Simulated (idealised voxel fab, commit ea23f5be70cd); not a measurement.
Module name: voxel fin reveal (process module)
The figure presents cross-section cut, which has a width of 170 nm and is divided into square cells with an edge length of 5 nm.
Cross-section, as written here: a square-cell grid given band by band from the top down, where a band holds one or more rows of cells.
What a band's entry tells you: where the top is and where the bottom is, as heights in nm, and after that what lies inside, material by material from left to right, each with its width in nm. Empty space is written as the word "air", and a single material marked with the word "edge to edge" occupies the band from edge to edge.
Heights are measured from 0, the level below which the as-received wafer is all one material; the lowest band has no bottom and continues downward, written as in "top 0, no bottom".
The two numbers in a width such as "30->40" mark its ends across the band: the first belongs to the top row of cells, the second to the bottom row, and from each row to the next the width moves by the same amount.
When a step is marked "remains unaltered", none of the cells in the cross-section changed during that step.
Entry "Unvented voids". Content: empty spaces with no open connection to the top, size 8 cells or greater. Each: width x height at distance. Distance: from left edge. Unit: nm.
Past the settings on a step's line: simulator remark, on that step.
"overlay nm", when on a step's line for a step with a mask, measures how far to the right of its planned place the mask lay; a negative measure means to the left.
The steps planned for the process are as follows:
1,RECEIVE, material Si
2,CONFORMAL_DEP, material SiN, thk nm 5
3,MASKED_ETCH, tone cover, mask id FINS, width nm 15, pitch nm 35, etch materials SiN, depth nm 5, overlay nm 0
4,MASKED_ETCH, tone cover, mask id FINS, width nm 15, pitch nm 35, etch materials Si, depth nm 35, overlay nm 0
5,FILL_DEP, material SiO2, thk nm 10
6,CMP, height nm 5
7,SELECTIVE_ETCH, etch materials SiO2, depth nm 30
8,STRIP, etch materials SiN
9,CONFORMAL_DEP, material SiO2, thk nm 5
Incoming wafer in cross-section (state: after step 1):
    top 0, no bottom: Si edge to edge
    Unvented voids: none
Final wafer profile in cross-section after the module, from the same start and plan as above, with one mistake made during processing:
    top 0, bottom -5: air (35)  SiO2 (25)  air (10)  SiO2 (25)  air (10)  SiO2 (25)  air (40)
    top -5, bottom -30: air (35)  SiO2 (5)  Si (15)  SiO2 (5)  air (10)  SiO2 (5)  Si (15)  SiO2 (5)  air (10)  SiO2 (5)  Si (15)  SiO2 (5)  air (40)
    top -30, bottom -35: SiO2 (40)  Si (15)  SiO2 (20)  Si (15)  SiO2 (20)  Si (15)  SiO2 (45)
    top -35, no bottom: Si edge to edge
    Unvented voids: none
Which mistake was made when the wafer was run? heads up, step 6 didn't go per plan, it actually ran as CMP, height nm -5
